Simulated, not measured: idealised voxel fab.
A process module follows: voxel gate over fins.
The cross-section on display is named cut; it measures 235 nm wide, and its cells are 5 nm squares.
Bands, listed from the top down, are how a cross-section gets written in this document; the cross-section itself is a grid of square cells, and a band is one or more rows of them.
Each band's line starts with the height of the band's top and of its bottom, in nm. Then come its materials from left to right, each with its width in nm. One material with "all across" fills the band from edge to edge. "air" is empty space.
Heights are reckoned from 0. Under this level, the received wafer is all of one material. The bottommost band is open-ended downward, for example "0 -> down".
The width entry "30..40" should be interpreted row by row: the top row of cells in the band takes the first number, the bottom row takes the second number, and the change between adjacent rows is uniform throughout.
Where the words "all unchanged" appear for a step, the cross-section shows no cell changed by that step; every cell remained as before.
"Trapped voids" contains a list of empty spaces, each no smaller than 8 cells and without an open way to the top, written in the form width x height at distance with the distance from the left edge and all three in nm.
Step line, after settings: the simulator's comment on this step.
Among the settings permitted on a step's line is "overlay nm"; applied to a step with a mask, it specifies the extent to which the mask lay to the right of its planned position, whereas a negative figure signifies a position to the left.

These are the steps we planned for the process
1,op RECEIVE | material Si
2,op CONFORMAL_DEP | material SiN | thk nm 10
3,op PATTERN | tone cover | mask id FINS | material resist | width nm 15 | pitch nm 45 | thk nm 20 | overlay nm 0
4,op DIRECTIONAL_ETCH | etch materials SiN | depth nm 10
5,op DIRECTIONAL_ETCH | etch materials Si | depth nm 40
6,op STRIP | etch materials resist
7,op FILL_DEP | material SiO2 | thk nm 5
8,op CMP | height nm 10
9,op SELECTIVE_ETCH | etch materials SiO2 | depth nm 25
10,op STRIP | etch materials SiN
11,op CONFORMAL_DEP | material HfO2 | thk nm 5
12,op CONFORMAL_DEP | material TiN | thk nm 5
13,op CONFORMAL_DEP | material TiAl | thk nm 5
14,op CONFORMAL_DEP | material TiN | thk nm 5
15,op FILL_DEP | material W | thk nm 15
16,op CMP | height nm 30
17,op CONFORMAL_DEP | material SiN | thk nm 5

Cross-section: wafer on arrival = after step 1
* 0 -> down = Si all across
* Trapped voids: none

Starting structure and process plan are as shown above, but one mistake was made in running the module; the wafer cross-section at the end of the module follows
* 35 -> 30 = SiN all across
* 30 -> 20 = W all across
* 20 -> 15 = TiN all across
* 15 -> 10 = TiAl all across
* 10 -> 5 = TiN all across
* 5 -> 0 = 90 of HfO2 | 5 of TiN | 40 of HfO2 | 5 of TiN | 95 of HfO2
* 0 -> -10 = 85 of Si | 5 of HfO2 | 5 of TiN | 5 of HfO2 | 30 of Si | 5 of HfO2 | 5 of TiN | 5 of HfO2 | 90 of Si
* -10 -> -15 = 85 of Si | 15 of HfO2 | 30 of Si | 15 of HfO2 | 90 of Si
* -15 -> -40 = 85 of Si | 15 of SiO2 | 30 of Si | 15 of SiO2 | 90 of Si
* -40 -> down = Si all across
* Trapped voids: none
Misprocessing identified: off-plan run, step 3, actual operation and settings op PATTERN | tone open | mask id FINS | material resist | width nm 15 | pitch nm 45 | thk nm 20 | overlay nm 0
